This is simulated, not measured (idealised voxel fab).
This is a process module. Its name is voxel fin reveal.
Cross-section cut: width 190 nm, square cells of 5 nm.
Cross-sections here: square-cell grids, written as top-down lists of bands, a band being one or more rows of cells. Band: top and bottom heights (nm) first, top before bottom; then materials from left to right, widths in nm. "everywhere" marks a sole material filling the band edge to edge. "empty" denotes empty space. The reference from which all heights are counted is 0, the level beneath which the as-received wafer is entirely one material; the lowest band, having no lower bound, proceeds downward and is written after the example "0 nm and below". You'd read "30 to 40" like this: the band's top row of cells is as wide as the first number, its bottom row is as wide as the second, and going down, every row changes width by the same amount as the row before did. Step marked "all unchanged"? Then no cell in the cross-section changed in it. If an empty space has no open way to the top and is at least 8 cells in size, "Completely enclosed voids" lists it, written width x height at distance, where distance is measured from the left edge and every value is in nm. What comes after the settings on a step's line is commentary from the simulator itself on that step. "overlay nm" denotes, for a step that has a mask, the displacement of the mask to the right of its planned place, with negative values corresponding to the left.
[These are the steps we planned for the process]
- 1: RECEIVE (material Si)
- 2: CONFORMAL_DEP (material SiN; thk nm 5)
- 3: MASKED_ETCH (tone cover; mask id FINS; width nm 15; pitch nm 40; etch materials SiN; depth nm 5; overlay nm 0)
- 4: MASKED_ETCH (tone cover; mask id FINS; width nm 15; pitch nm 40; etch materials Si; depth nm 35; overlay nm 0)
- 5: OXIDIZE (depth nm 5)
- 6: FILL_DEP (material SiO2; thk nm 15)
- 7: CMP (height nm 5)
- 8: SELECTIVE_ETCH (etch materials SiO2; depth nm 15)
- 9: STRIP (etch materials SiN)
[The following pertains to the first of two wafers, which was processed as planned]
[As received (post step 1): cross-section]
  0 nm and below  Si everywhere
  Completely enclosed voids: none
[Wafer after step 2 (cross-section)]
  5 nm to 0 nm  SiN everywhere
  Under the height 0 nothing was changed.
[Wafer after step 3 (cross-section)]
  5 nm to 0 nm  empty=25, SiN=15, empty=25, SiN=15, empty=25, SiN=15, empty=25, SiN=15, empty=30
  Under the height 0 nothing was changed.
[Wafer after step 4 (cross-section)]
  5 nm to 0 nm  empty=25, SiN=15, empty=25, SiN=15, empty=25, SiN=15, empty=25, SiN=15, empty=30
  0 nm to -35 nm  empty=25, Si=15, empty=25, Si=15, empty=25, Si=15, empty=25, Si=15, empty=30
  Under the height -35 nothing was changed.
[Wafer after step 5 (cross-section)]
  5 nm to 0 nm  empty=25, SiN=15, empty=25, SiN=15, empty=25, SiN=15, empty=25, SiN=15, empty=30
  0 nm to -35 nm  empty=25, SiO2=5, Si=5, SiO2=5, empty=25, SiO2=5, Si=5, SiO2=5, empty=25, SiO2=5, Si=5, SiO2=5, empty=25, SiO2=5, Si=5, SiO2=5, empty=30
  -35 nm to -40 nm  SiO2=30, Si=5, SiO2=35, Si=5, SiO2=35, Si=5, SiO2=35, Si=5, SiO2=35
  Under the height -40 nothing was changed.
[Wafer after step 6 (cross-section)]
  20 nm to 5 nm  SiO2 everywhere
  5 nm to 0 nm  SiO2=25, SiN=15, SiO2=25, SiN=15, SiO2=25, SiN=15, SiO2=25, SiN=15, SiO2=30
  0 nm to -40 nm  SiO2=30, Si=5, SiO2=35, Si=5, SiO2=35, Si=5, SiO2=35, Si=5, SiO2=35
  Under the height -40 nothing was changed.
[Wafer after step 7 (cross-section)]
  5 nm to 0 nm  SiO2=25, SiN=15, SiO2=25, SiN=15, SiO2=25, SiN=15, SiO2=25, SiN=15, SiO2=30
  Under the height 0 nothing was changed.
[Wafer after step 8 (cross-section)]
  5 nm to 0 nm  empty=25, SiN=15, empty=25, SiN=15, empty=25, SiN=15, empty=25, SiN=15, empty=30
  0 nm to -10 nm  empty=30, Si=5, empty=35, Si=5, empty=35, Si=5, empty=35, Si=5, empty=35
  Under the height -10 nothing was changed.
[Wafer after step 9 (cross-section)]
  0 nm to -10 nm  empty=30, Si=5, empty=35, Si=5, empty=35, Si=5, empty=35, Si=5, empty=35
  Under the height -10 nothing was changed.
[Second wafer, same starting state and plan as the first, one mistake in the run, identical through step 5]
[when step 6 should have ended]
  20 nm to 0 nm  SiN everywhere
  0 nm to -35 nm  SiN=25, SiO2=5, Si=5, SiO2=5, SiN=25, SiO2=5, Si=5, SiO2=5, SiN=25, SiO2=5, Si=5, SiO2=5, SiN=25, SiO2=5, Si=5, SiO2=5, SiN=30
  Under the height -35 nothing was changed.
[when step 7 should have ended]
  5 nm to 0 nm  SiN everywhere
  Under the height 0 nothing was changed.
when step 8 should have ended: all unchanged
[when step 9 should have ended]
  0 nm to -35 nm  empty=25, SiO2=5, Si=5, SiO2=5, empty=25, SiO2=5, Si=5, SiO2=5, empty=25, SiO2=5, Si=5, SiO2=5, empty=25, SiO2=5, Si=5, SiO2=5, empty=30
  Under the height -35 nothing was changed.
Which mistake was made when the wafer was run? step 6, actual vs plan mismatch, actual run FILL_DEP (material SiN; thk nm 15)
Final tally in cells, some materials are higher or lower on the second wafer than on the first: 114 fewer of SiO2
